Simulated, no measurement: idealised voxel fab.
process module | voxel double patterning
cross-section cut | 210 nm wide | cells 5 nm
A cross-section is a grid of square cells, given in bands from the top down. A band is one or more rows of cells.
Each band's line starts with the height of the band's top and of its bottom, in nm. Then come its materials from left to right, each with its width in nm. One material with "throughout" fills the band from edge to edge. "air" is empty space.
Height 0 is the level under which the wafer as received is all one material. The lowest band goes on downwards, as in "0 down".
A width such as "30 to 40" changes by the same amount from each row of cells to the next, from the band's top row to its bottom row.
"no change" after a step means that no cell of the cross-section changed.
closed voids: empty space of 8 cells or more with no open way to the top, each as width x height at its distance from the left edge, in nm
after a step's settings: what the simulator itself notes on the step
overlay nm, on a step with a mask: how far to the right of its planned place the mask lay; to the left if negative
plan
1 op RECEIVE | material Si
2 op CONFORMAL_DEP | material SiO2 | thk nm 5
3 op DIRECTIONAL_DEP | material polySi | thk nm 15
4 op DIRECTIONAL_DEP | material SiN | thk nm 10
5 op PATTERN | tone open | mask id FIRST | material resist | width nm 15 | pitch nm 50 | thk nm 15 | overlay nm 0
6 op DIRECTIONAL_ETCH | etch materials SiN | depth nm 10
7 op STRIP | etch materials resist
8 op MASKED_ETCH | tone open | mask id SECOND | width nm 15 | etch materials SiN | depth nm 10 | overlay nm 0
9 op DIRECTIONAL_ETCH | etch materials polySi | depth nm 15
10 op STRIP | etch materials SiN
varied across the wafers: width nm of step 5. The plan shows the first wafer's value. All wafers start alike
first wafer as received, after step 1
  0 down: Si throughout
  closed voids: none
first wafer at the end, after step 10
  20 to 5: polySi 70 | air 15 | polySi 10 | air 15 | polySi 10 | air 15 | polySi 75
  5 to 0: SiO2 throughout
  0 down: Si throughout
  closed voids: none
last wafer at the end
  20 to 5: polySi 65 | air 45 | polySi 5 | air 30 | polySi 65
  5 to 0: SiO2 throughout
  0 down: Si throughout
  closed voids: none
each wafer at the end: cells of each material gained (+) or lost (-) since it was received, then its closed voids
width nm 15 | +42 SiO2 | +99 polySi | closed voids: none
width nm 20 | +42 SiO2 | +93 polySi | closed voids: none
width nm 25 | +42 SiO2 | +87 polySi | closed voids: none
width nm 30 | +42 SiO2 | +81 polySi | closed voids: none
